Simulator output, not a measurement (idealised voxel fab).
process module | voxel wiring stack
cross-section cut | 235 nm wide | cells 5 nm
A cross-section is a grid of square cells, given in bands from the top down. A band is one or more rows of cells.
Each band's line starts with the height of the band's top and of its bottom, in nm. Then come its materials from left to right, each with its width in nm. One material with "throughout" fills the band from edge to edge. "air" is empty space.
Height 0 is the level under which the wafer as received is all one material. The lowest band goes on downwards, as in "0 down".
A width such as "30 to 40" changes by the same amount from each row of cells to the next, from the band's top row to its bottom row.
"no change" after a step means that no cell of the cross-section changed.
closed voids: empty space of 8 cells or more with no open way to the top, each as width x height at its distance from the left edge, in nm
after a step's settings: what the simulator itself notes on the step
overlay nm, on a step with a mask: how far to the right of its planned place the mask lay; to the left if negative
plan
1 op RECEIVE | material Si
2 op CONFORMAL_DEP | material SiO2 | thk nm 10
3 op DIRECTIONAL_DEP | material TiN | thk nm 5
4 op DIRECTIONAL_DEP | material W | thk nm 20
5 op PATTERN | tone cover | mask id METAL_1 | material resist | width nm 30 | pitch nm 45 | thk nm 20 | overlay nm 0
6 op DIRECTIONAL_ETCH | etch materials W | depth nm 20
7 op DIRECTIONAL_ETCH | etch materials TiN | depth nm 5
8 op STRIP | etch materials resist
9 op FILL_DEP | material lowk | thk nm 5
10 op CMP | height nm 35
11 op CONFORMAL_DEP | material SiCN | thk nm 5
12 op DIRECTIONAL_DEP | material SiO2 | thk nm 20
13 op DIRECTIONAL_DEP | material aC | thk nm 15
14 op PATTERN | tone open | mask id PLUG_1 | material resist | width nm 15 | pitch nm 45 | thk nm 35 | overlay nm 0
15 op DIRECTIONAL_ETCH | etch materials aC | depth nm 15
16 op STRIP | etch materials resist
17 op DIRECTIONAL_ETCH | etch materials SiO2 | depth nm 20
18 op DIRECTIONAL_ETCH | etch materials SiCN | depth nm 5
19 op STRIP | etch materials aC
20 op CONFORMAL_DEP | material TiN | thk nm 5
21 op FILL_DEP | material W | thk nm 10
22 op CMP | height nm 60
23 op CONFORMAL_DEP | material SiCN | thk nm 5
24 op DIRECTIONAL_DEP | material lowk | thk nm 20
25 op PATTERN | tone open | mask id METAL_2 | material resist | width nm 30 | pitch nm 45 | thk nm 15 | overlay nm 0
26 op DIRECTIONAL_ETCH | etch materials lowk | depth nm 20
27 op DIRECTIONAL_ETCH | etch materials SiCN | depth nm 5
28 op STRIP | etch materials resist
29 op CONFORMAL_DEP | material TiN | thk nm 5
30 op FILL_DEP | material Cu | thk nm 5
31 op CMP | height nm 85
32 op CONFORMAL_DEP | material SiCN | thk nm 5
33 op DIRECTIONAL_DEP | material SiO2 | thk nm 30
34 op PATTERN | tone open | mask id METAL_3 | material resist | width nm 30 | pitch nm 45 | thk nm 15 | overlay nm 0
35 op DIRECTIONAL_ETCH | etch materials SiO2 | depth nm 20
36 op STRIP | etch materials resist
37 op PATTERN | tone open | mask id METAL_3_HOLES | material resist | width nm 15 | pitch nm 90 | thk nm 20 | overlay nm 0
38 op DIRECTIONAL_ETCH | etch materials SiO2 | depth nm 10
39 op DIRECTIONAL_ETCH | etch materials SiCN | depth nm 5
40 op STRIP | etch materials resist
41 op CONFORMAL_DEP | material TiN | thk nm 5
42 op FILL_DEP | material Cu | thk nm 5
43 op CMP | height nm 120
44 op CONFORMAL_DEP | material SiCN | thk nm 5
45 op DIRECTIONAL_DEP | material lowk | thk nm 30
46 op PATTERN | tone open | mask id METAL_4 | material resist | width nm 30 | pitch nm 45 | thk nm 20 | overlay nm 0
47 op DIRECTIONAL_ETCH | etch materials lowk | depth nm 15
48 op STRIP | etch materials resist
49 op MASKED_ETCH | tone open | mask id METAL_4_HOLES | width nm 15 | pitch nm 45 | etch materials lowk | depth nm 15 | overlay nm 0
50 op MASKED_ETCH | tone open | mask id METAL_4_HOLES | width nm 15 | pitch nm 45 | etch materials SiCN | depth nm 5 | overlay nm 0
51 op CONFORMAL_DEP | material TiN | thk nm 5
52 op FILL_DEP | material Cu | thk nm 10
53 op CMP | height nm 155
54 op CONFORMAL_DEP | material SiN | thk nm 5
as received, after step 1
  0 down: Si throughout
  closed voids: none
first wafer at the end, as planned
  160 to 155: SiN throughout
  155 to 145: lowk 55 | TiN 5 | Cu 20 | TiN 5 | lowk 15 | TiN 5 | Cu 20 | TiN 5 | lowk 15 | TiN 5 | Cu 20 | TiN 5 | lowk 60
  145 to 140: lowk 55 | TiN 5 | Cu 5 | TiN 20 | lowk 15 | TiN 5 | Cu 5 | TiN 20 | lowk 15 | TiN 5 | Cu 5 | TiN 20 | lowk 60
  140 to 125: lowk 55 | TiN 5 | Cu 5 | TiN 5 | lowk 30 | TiN 5 | Cu 5 | TiN 5 | lowk 30 | TiN 5 | Cu 5 | TiN 5 | lowk 75
  125 to 120: SiCN 55 | TiN 15 | SiCN 30 | TiN 15 | SiCN 30 | TiN 15 | SiCN 75
  120 to 105: SiO2 55 | TiN 5 | Cu 20 | TiN 5 | SiO2 15 | TiN 5 | Cu 20 | TiN 5 | SiO2 15 | TiN 5 | Cu 20 | TiN 5 | SiO2 60
  105 to 100: SiO2 55 | TiN 5 | Cu 5 | TiN 20 | SiO2 15 | TiN 30 | SiO2 15 | TiN 5 | Cu 5 | TiN 20 | SiO2 60
  100 to 90: SiO2 55 | TiN 5 | Cu 5 | TiN 5 | SiO2 75 | TiN 5 | Cu 5 | TiN 5 | SiO2 75
  90 to 85: SiCN 55 | TiN 15 | SiCN 75 | TiN 15 | SiCN 75
  85 to 65: lowk 55 | TiN 5 | Cu 20 | TiN 5 | lowk 15 | TiN 5 | Cu 20 | TiN 5 | lowk 15 | TiN 5 | Cu 20 | TiN 5 | lowk 60
  65 to 60: SiCN 55 | TiN 30 | SiCN 15 | TiN 30 | SiCN 15 | TiN 30 | SiCN 60
  60 to 40: SiO2 55 | TiN 5 | W 5 | TiN 5 | SiO2 30 | TiN 5 | W 5 | TiN 5 | SiO2 30 | TiN 5 | W 5 | TiN 5 | SiO2 75
  40 to 35: SiCN 55 | TiN 15 | SiCN 30 | TiN 15 | SiCN 30 | TiN 15 | SiCN 75
  35 to 15: lowk 55 | W 30 | lowk 15 | W 30 | lowk 15 | W 30 | lowk 60
  15 to 10: lowk 55 | TiN 30 | lowk 15 | TiN 30 | lowk 15 | TiN 30 | lowk 60
  10 to 0: SiO2 throughout
  0 down: Si throughout
  closed voids: none
second wafer at the end: like start, like plan, one mistake
  160 to 155: SiN throughout
  155 to 145: lowk 55 | TiN 5 | Cu 20 | TiN 5 | lowk 15 | TiN 5 | Cu 20 | TiN 5 | lowk 15 | TiN 5 | Cu 20 | TiN 5 | lowk 60
  145 to 140: lowk 55 | TiN 15 | Cu 5 | TiN 10 | lowk 15 | TiN 15 | Cu 5 | TiN 10 | lowk 15 | TiN 15 | Cu 5 | TiN 10 | lowk 60
  140 to 130: lowk 65 | TiN 5 | Cu 5 | TiN 5 | lowk 30 | TiN 5 | Cu 5 | TiN 5 | lowk 30 | TiN 5 | Cu 5 | TiN 5 | lowk 65
  130 to 125: lowk 65 | TiN 15 | lowk 30 | TiN 15 | lowk 30 | TiN 15 | lowk 65
  125 to 120: SiCN 65 | TiN 5 | SiCN 40 | TiN 5 | SiCN 40 | TiN 5 | SiCN 75
  120 to 105: SiO2 55 | TiN 5 | Cu 20 | TiN 5 | SiO2 15 | TiN 5 | Cu 20 | TiN 5 | SiO2 15 | TiN 5 | Cu 20 | TiN 5 | SiO2 60
  105 to 100: SiO2 55 | TiN 5 | Cu 5 | TiN 20 | SiO2 15 | TiN 30 | SiO2 15 | TiN 5 | Cu 5 | TiN 20 | SiO2 60
  100 to 90: SiO2 55 | TiN 5 | Cu 5 | TiN 5 | SiO2 75 | TiN 5 | Cu 5 | TiN 5 | SiO2 75
  90 to 85: SiCN 55 | TiN 15 | SiCN 75 | TiN 15 | SiCN 75
  85 to 65: lowk 55 | TiN 5 | Cu 20 | TiN 5 | lowk 15 | TiN 5 | Cu 20 | TiN 5 | lowk 15 | TiN 5 | Cu 20 | TiN 5 | lowk 60
  65 to 60: SiCN 55 | TiN 30 | SiCN 15 | TiN 30 | SiCN 15 | TiN 30 | SiCN 60
  60 to 40: SiO2 55 | TiN 5 | W 5 | TiN 5 | SiO2 30 | TiN 5 | W 5 | TiN 5 | SiO2 30 | TiN 5 | W 5 | TiN 5 | SiO2 75
  40 to 35: SiCN 55 | TiN 15 | SiCN 30 | TiN 15 | SiCN 30 | TiN 15 | SiCN 75
  35 to 15: lowk 55 | W 30 | lowk 15 | W 30 | lowk 15 | W 30 | lowk 60
  15 to 10: lowk 55 | TiN 30 | lowk 15 | TiN 30 | lowk 15 | TiN 30 | lowk 60
  10 to 0: SiO2 throughout
  0 down: Si throughout
  closed voids: none
what went wrong: step 49 ran as: op MASKED_ETCH | tone open | mask id METAL_4_HOLES | width nm 15 | pitch nm 45 | etch materials lowk | depth nm 15 | overlay nm 10
at the end the second wafer has, in cells: 3 fewer of Cu | 6 more of SiCN | 3 fewer of TiN
